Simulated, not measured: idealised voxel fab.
This is a process module. Its name is voxel air gaps.
Cross-section cut spans 245 nm and uses square cells 5 nm in size.
A cross-section in this document is a grid of square cells, and it is written down as bands, the top band listed before the ones below it; a band is made up of one or more rows of cells.
Look at the band entry: it leads with the top's height and the bottom's height in nm. Then it lists the materials left to right, with a width in nm for each. The word "all across" on a single material says that material fills the band edge to edge. The word "air" is empty space.
Heads up on the height convention: 0 is the point under which the incoming wafer is all one material, and the lowest band has no bottom, it just keeps going down, like "0..down".
Quick explanation for "30 to 40": the width changes in equal steps down the rows of cells, from the first number in the band's top row to the second number in its bottom row.
"no modifications", as given for a step, is the statement that not any cell of the cross-section underwent a change during that step.
In the "Sealed-off cavities" entry, you get each enclosed empty space of 8 cells or more, one with no open way to the top, written width x height at distance, distance from the left edge, in nm.
Note: text after step settings on the step line = simulator remark on that step.
"overlay nm" on a masked step: distance the mask lay right of its planned place, negative for left.
**The steps planned for the process are as follows**
1 RECEIVE: material Si
2 CONFORMAL_DEP: material SiO2, thk nm 10
3 CONFORMAL_DEP: material SiCN, thk nm 5
4 DIRECTIONAL_DEP: material SiO2, thk nm 40
5 MASKED_ETCH: tone open, mask id LINES, width nm 25, pitch nm 50, etch materials SiO2, depth nm 40, overlay nm 0
6 CONFORMAL_DEP: material TiN, thk nm 5
7 FILL_DEP: material W, thk nm 5
8 CMP: height nm 55
9 EPI: material Ru, thk nm 10
10 SELECTIVE_ETCH: etch materials SiO2, depth nm 50
11 CONFORMAL_DEP: material SiCN, thk nm 5
**Incoming wafer in cross-section (state: after step 1)**
* 0..down  Si all across
* Sealed-off cavities: none
**a wafer at the end: this start, this plan, one mistake**
* 70..65  SiCN all across
* 65..55  Ru all across
* 55..50  W all across
* 50..45  65 of TiN; 15 of W; 35 of TiN; 15 of W; 35 of TiN; 15 of W; 65 of TiN
* 45..10  60 of SiO2; 5 of TiN; 15 of W; 5 of TiN; 25 of SiO2; 5 of TiN; 15 of W; 5 of TiN; 25 of SiO2; 5 of TiN; 15 of W; 5 of TiN; 60 of SiO2
* 10..5  60 of SiO2; 25 of TiN; 25 of SiO2; 25 of TiN; 25 of SiO2; 25 of TiN; 60 of SiO2
* 5..0  SiCN all across
* 0..down  Si all across
* Sealed-off cavities: none
What was the processing mistake? step 2 of the plan was omitted and not executed
